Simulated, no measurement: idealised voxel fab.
process module | voxel self aligned vias
Each square cell in cross-section cut measures 5 nm, and the section as a whole is 270 nm wide.
In this document a cross-section is written as a grid of square cells. It is given as a series of bands, listed from the top down, and a band is one or more rows of cells. Band: top and bottom heights (nm) first, top before bottom; then materials from left to right, widths in nm. "everywhere" marks a sole material filling the band edge to edge. "blank" denotes empty space. Height datum 0, below which the as-received substrate wafer is one material. Lowest band open at the bottom, running downward: "z 0 and below". It should be noted that a width expressed as "30..40" varies in equal increments from row to row of cells within the band, taking the value of the first number at the top row and that of the second number at the bottom row. "nothing got changed", as given for a step, is the statement that not any cell of the cross-section underwent a change during that step. Reported under the label "Closed internal voids" are the empty spaces having no open way to the top and comprising 8 cells or more; the notation for each is width x height at distance, in which the distance is measured from the left edge and all three values are in nm. On a step's line, text after the settings is the simulator commenting on that step. Each step line may optionally specify "overlay nm", which for a step with a mask gives the rightward distance between the mask's planned place and where it lay, a negative value indicating the leftward direction.
Here's what the planned process steps look like:
step 1: RECEIVE | material Si
step 2: CONFORMAL_DEP | material SiO2 | thk nm 15
step 3: CONFORMAL_DEP | material SiCN | thk nm 5
step 4: DIRECTIONAL_DEP | material SiO2 | thk nm 30
step 5: PATTERN | tone open | mask id LINES | material resist | width nm 25 | pitch nm 50 | thk nm 15 | overlay nm 0
step 6: DIRECTIONAL_ETCH | etch materials SiO2 | depth nm 30
step 7: STRIP | etch materials resist
step 8: CONFORMAL_DEP | material TiN | thk nm 5
step 9: FILL_DEP | material Ru | thk nm 10
step 10: CMP | height nm 50
step 11: SELECTIVE_ETCH | etch materials W Ru TiN | depth nm 5
step 12: FILL_DEP | material SiN | thk nm 5
step 13: CMP | height nm 50
step 14: DIRECTIONAL_DEP | material SiO2 | thk nm 20
step 15: MASKED_ETCH | tone open | mask id VIAS | width nm 35 | pitch nm 100 | etch materials SiO2 | depth nm 20 | overlay nm 0
step 16: MASKED_ETCH | tone open | mask id VIAS | width nm 35 | pitch nm 100 | etch materials SiN | depth nm 5 | overlay nm 0
step 17: CONFORMAL_DEP | material TiN | thk nm 5
step 18: FILL_DEP | material Cu | thk nm 5
step 19: CMP | height nm 70
step 20: CONFORMAL_DEP | material SiN | thk nm 5
Cross-section of the wafer as it came to us, i.e., already through step 1:
    z 0 and below = Si everywhere
    Closed internal voids: none
End state of the module in cross-section, given the above starting point and plan and one mistake in execution:
    z 75 to 70 = SiN everywhere
    z 70 to 55 = 75 SiO2  5 TiN  25 Cu  5 TiN  65 SiO2  5 TiN  25 Cu  5 TiN  60 SiO2
    z 55 to 50 = 75 SiO2  5 TiN  10 Cu  20 TiN  65 SiO2  5 TiN  10 Cu  20 TiN  60 SiO2
    z 50 to 45 = 70 SiO2  5 SiN  20 TiN  25 SiO2  25 SiN  25 SiO2  5 SiN  20 TiN  75 SiO2
    z 45 to 25 = 70 SiO2  5 TiN  15 Ru  5 TiN  25 SiO2  5 TiN  15 Ru  5 TiN  25 SiO2  5 TiN  15 Ru  5 TiN  75 SiO2
    z 25 to 20 = 70 SiO2  25 TiN  25 SiO2  25 TiN  25 SiO2  25 TiN  75 SiO2
    z 20 to 15 = SiCN everywhere
    z 15 to 0 = SiO2 everywhere
    z 0 and below = Si everywhere
    Closed internal voids: none
Deviation from plan: step 15 was not run as planned; what actually ran was MASKED_ETCH | tone open | mask id VIAS | width nm 35 | pitch nm 100 | etch materials SiO2 | depth nm 20 | overlay nm 10
